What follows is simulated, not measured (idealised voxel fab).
process module | voxel ribs on slabs
cross-section cut | 290 nm wide | cells 5 nm
A cross-section is a grid of square cells, given in bands from the top down. A band is one or more rows of cells.
Each band's line starts with the height of the band's top and of its bottom, in nm. Then come its materials from left to right, each with its width in nm. One material with "throughout" fills the band from edge to edge. "air" is empty space.
Height 0 is the level under which the wafer as received is all one material. The lowest band goes on downwards, as in "0 down".
A width such as "30 to 40" changes by the same amount from each row of cells to the next, from the band's top row to its bottom row.
"no change" after a step means that no cell of the cross-section changed.
closed voids: empty space of 8 cells or more with no open way to the top, each as width x height at its distance from the left edge, in nm
after a step's settings: what the simulator itself notes on the step
overlay nm, on a step with a mask: how far to the right of its planned place the mask lay; to the left if negative
plan
1 op RECEIVE | material Si
2 op DIRECTIONAL_DEP | material SiO2 | thk nm 20
3 op DIRECTIONAL_DEP | material polySi | thk nm 15
4 op DIRECTIONAL_DEP | material aC | thk nm 15
5 op PATTERN | tone cover | mask id RIB | material resist | width nm 15 | thk nm 30 | overlay nm 0
6 op DIRECTIONAL_ETCH | etch materials aC | depth nm 15
7 op STRIP | etch materials resist
8 op DIRECTIONAL_ETCH | etch materials polySi | depth nm 10
9 op STRIP | etch materials aC
10 op MASKED_ETCH | tone cover | mask id SLAB | width nm 45 | etch materials polySi | depth nm 5 | overlay nm 0
11 op FILL_DEP | material SiO2 | thk nm 25
12 op CMP | height nm 55
13 op DIRECTIONAL_DEP | material W | thk nm 10
14 op DIRECTIONAL_DEP | material aC | thk nm 15
15 op PATTERN | tone cover | mask id HEATER | material resist | width nm 25 | thk nm 30 | overlay nm 0
16 op DIRECTIONAL_ETCH | etch materials aC | depth nm 15
17 op STRIP | etch materials resist
18 op DIRECTIONAL_ETCH | etch materials W | depth nm 10
19 op STRIP | etch materials aC
20 op CONFORMAL_DEP | material SiN | thk nm 5
as received, after step 1
  0 down: Si throughout
  closed voids: none
first wafer at the end, as planned
  70 to 65: air 125 | SiN 35 | air 130
  65 to 60: air 125 | SiN 5 | W 25 | SiN 5 | air 130
  60 to 55: SiN 130 | W 25 | SiN 135
  55 to 35: SiO2 throughout
  35 to 25: SiO2 135 | polySi 15 | SiO2 140
  25 to 20: SiO2 120 | polySi 45 | SiO2 125
  20 to 0: SiO2 throughout
  0 down: Si throughout
  closed voids: none
second wafer at the end: like start, like plan, one mistake
  65 to 60: air 125 | SiN 35 | air 130
  60 to 55: air 125 | SiN 5 | W 25 | SiN 5 | air 130
  55 to 50: SiN 130 | W 25 | SiN 135
  50 to 35: SiO2 throughout
  35 to 25: SiO2 135 | polySi 15 | SiO2 140
  25 to 20: SiO2 120 | polySi 45 | SiO2 125
  20 to 0: SiO2 throughout
  0 down: Si throughout
  closed voids: none
what went wrong: step 12 ran as: op CMP | height nm 50
at the end the second wafer has, in cells: 58 fewer of SiO2
